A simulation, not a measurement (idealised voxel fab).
The document below concerns the process module designated voxel gate over fins.
We display cut, a cross-section 240 nm in width whose square cells are each 5 nm.
Cross-section = grid of square cells, listed top down in bands; band = one or more rows. In this notation a band is specified by the heights of its top and bottom, in that order and in nm, after which its materials appear from left to right, each paired with its width in nm. The word "edge to edge" attached to a single material means that material fills the band from edge to edge; the word "blank" stands for empty space. Note: height 0 marks the level under which the wafer is uniformly one material as received. Lowest band unbounded below, written "top 0, no bottom". Width spec "30 to 40" -> top row of cells at first value, bottom row at second value, equal per-row change in between. No cell of the cross-section changed in a step that is given as "nothing different". For the entry "Closed void catalog", the listed items are empty spaces with no open way to the top whose size is 8 cells or more; each item follows the pattern width x height at distance, where distance is from the left edge and all three are in nm. The remark found on a step's line after its settings is issued by the simulator itself and pertains to that step. The setting "overlay nm" may be written on the line of a step. When the step uses a mask, the value reports how far to the right of the planned place the mask lay, and a negative value reports that it lay to the left.

-- Process steps (planned)
1. RECEIVE [material Si]
2. CONFORMAL_DEP [material SiN] [thk nm 5]
3. DIRECTIONAL_DEP [material aC] [thk nm 15]
4. PATTERN [tone cover] [mask id FINS] [material resist] [width nm 15] [pitch nm 50] [thk nm 35] [overlay nm 0]
5. DIRECTIONAL_ETCH [etch materials aC] [depth nm 15]
6. STRIP [etch materials resist]
7. DIRECTIONAL_ETCH [etch materials SiN] [depth nm 5]
8. DIRECTIONAL_ETCH [etch materials Si] [depth nm 35]
9. STRIP [etch materials aC]
10. OXIDIZE [depth nm 5]
11. FILL_DEP [material SiO2] [thk nm 15]
12. CMP [height nm 5]
13. MASKED_ETCH [tone open] [mask id RAIL] [width nm 15] [etch materials SiO2] [depth nm 35] [overlay nm 0]
14. CONFORMAL_DEP [material TiN] [thk nm 5]
15. FILL_DEP [material W] [thk nm 5]
16. CMP [height nm 5]
17. SELECTIVE_ETCH [etch materials W Ru TiN] [depth nm 20]
18. FILL_DEP [material SiO2] [thk nm 5]
19. CMP [height nm 5]
20. SELECTIVE_ETCH [etch materials SiO2] [depth nm 15]
21. STRIP [etch materials SiN]
22. CONFORMAL_DEP [material HfO2] [thk nm 5]
23. CONFORMAL_DEP [material TiN] [thk nm 5]
24. CONFORMAL_DEP [material TiAl] [thk nm 5]
25. CONFORMAL_DEP [material TiN] [thk nm 5]
26. FILL_DEP [material W] [thk nm 15]
27. CMP [height nm 30]
28. CONFORMAL_DEP [material SiCN] [thk nm 5]

-- Cross-section of the wafer upon arrival, representing the state reached after step 1
> top 0, no bottom  Si edge to edge
> Closed void catalog: none

-- Post-module cross-section: identical start and plan to those above, one misstep in execution
> top 35, bottom 30  SiCN edge to edge
> top 30, bottom 20  W edge to edge
> top 20, bottom 15  W 70 nm, then TiN 45 nm, then W 5 nm, then TiN 45 nm, then W 75 nm
> top 15, bottom 10  W 70 nm, then TiN 5 nm, then TiAl 35 nm, then TiN 5 nm, then W 5 nm, then TiN 5 nm, then TiAl 35 nm, then TiN 5 nm, then W 75 nm
> top 10, bottom 5  TiN 75 nm, then TiAl 5 nm, then TiN 25 nm, then TiAl 5 nm, then TiN 15 nm, then TiAl 5 nm, then TiN 25 nm, then TiAl 5 nm, then TiN 80 nm
> top 5, bottom 0  TiAl 80 nm, then TiN 5 nm, then HfO2 15 nm, then TiN 5 nm, then TiAl 25 nm, then TiN 5 nm, then HfO2 15 nm, then TiN 5 nm, then TiAl 85 nm
> top 0, bottom -5  TiN 85 nm, then HfO2 5 nm, then Si 5 nm, then HfO2 5 nm, then TiN 35 nm, then HfO2 5 nm, then Si 5 nm, then HfO2 5 nm, then TiN 90 nm
> top -5, bottom -10  HfO2 90 nm, then Si 5 nm, then HfO2 45 nm, then Si 5 nm, then HfO2 95 nm
> top -10, bottom -15  SiO2 90 nm, then Si 5 nm, then SiO2 45 nm, then Si 5 nm, then SiO2 95 nm
> top -15, bottom -25  SiO2 90 nm, then Si 5 nm, then SiO2 20 nm, then TiN 5 nm, then W 5 nm, then TiN 5 nm, then SiO2 10 nm, then Si 5 nm, then SiO2 95 nm
> top -25, bottom -30  SiO2 90 nm, then Si 5 nm, then SiO2 20 nm, then TiN 15 nm, then SiO2 10 nm, then Si 5 nm, then SiO2 95 nm
> top -30, bottom -40  SiO2 90 nm, then Si 5 nm, then SiO2 45 nm, then Si 5 nm, then SiO2 95 nm
> top -40, no bottom  Si edge to edge
> Closed void catalog: none
Want to know what went wrong? off-plan run, step 13, actual operation and settings MASKED_ETCH [tone open] [mask id RAIL] [width nm 15] [etch materials SiO2] [depth nm 35] [overlay nm 5]
